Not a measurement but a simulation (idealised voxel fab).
The following is a process module called voxel local oxidation.
The figure presents cross-section cut, which has a width of 290 nm and is divided into square cells with an edge length of 5 nm.
Cross-section format: a grid of square cells, given as bands from top to bottom; each band is one or more rows of cells.
It is stipulated that each band's entry specify, in nanometres, the height of the top of the band and then that of its bottom, followed by the materials of the band in left-to-right sequence, each together with its width in nanometres. A single material marked by the word "throughout" is understood to fill the band from edge to edge; the word "blank" is understood to denote empty space.
We count height from 0. Below that, the starting wafer is all one material. The lowest band never ends at the bottom but goes on down; see "0 nm and below" for how that is written.
The two numbers in a width such as "30..40" mark its ends across the band: the first belongs to the top row of cells, the second to the bottom row, and from each row to the next the width moves by the same amount.
Any step labelled "left unchanged" changed none of the cells in the cross-section.
In "Enclosed cavity list" the enclosed voids are listed, meaning empty spaces of 8 cells or larger without any opening to the top. The form is width x height at distance, distance from the left edge, units nm.
Heads up: the bit after the settings on a step's line is the simulator's remark on that step.
The line of a step may include "overlay nm". On a step with a mask, this value is how far to the right of its planned place the mask lay. A negative value means the mask lay to the left.

### The process steps that were planned are listed below
1,RECEIVE: material Si
2,CONFORMAL_DEP: material SiO2, thk nm 5
3,CONFORMAL_DEP: material SiN, thk nm 10
4,MASKED_ETCH: tone cover, mask id ACTIVE, width nm 100, pitch nm 140, etch materials SiN, depth nm 10, overlay nm 0
5,SELECTIVE_ETCH: etch materials SiO2, depth nm 5
6,OXIDIZE: depth nm 15
7,STRIP: etch materials SiN

### Wafer, first of two, run as planned

### As received (post step 1): cross-section
  0 nm and below: Si throughout
  Enclosed cavity list: none

### So this is the wafer cross-section right after step 2
  5 nm to 0 nm: SiO2 throughout
  Rest of section, below 0: as before.

### So this is the wafer cross-section right after step 3
  15 nm to 5 nm: SiN throughout
  Rest of section, below 5: as before.

### So this is the wafer cross-section right after step 4
  15 nm to 5 nm: 25 blank  100 SiN  40 blank  100 SiN  25 blank
  Rest of section, below 5: as before.

### So this is the wafer cross-section right after step 5
  15 nm to 5 nm: 25 blank  100 SiN  40 blank  100 SiN  25 blank
  5 nm to 0 nm: 30 blank  90 SiO2  50 blank  90 SiO2  30 blank
  Rest of section, below 0: as before.

### So this is the wafer cross-section right after step 6
  15 nm to 5 nm: 25 blank  100 SiN  40 blank  100 SiN  25 blank
  5 nm to 0 nm: 30 blank  90 SiO2  50 blank  90 SiO2  30 blank
  0 nm to -15 nm: 45 SiO2  60 Si  80 SiO2  60 Si  45 SiO2
  Rest of section, below -15: as before.

### So this is the wafer cross-section right after step 7
  5 nm to 0 nm: 30 blank  90 SiO2  50 blank  90 SiO2  30 blank
  Rest of section, below 0: as before.

### Okay, second wafer. Nothing different at the start, nothing different in the plan, just one mistake somewhere in the running. As far as step 6, counting that step, it's the first wafer all over again

Cross-section of the second wafer corresponding to the planned conclusion of step 7: left unchanged
The mistake made against the process plan was this: step 7 of the plan never got run, it was skipped over
The closing comparison, in cells, has the second wafer with more or fewer of some materials than the first: 80 more of SiN
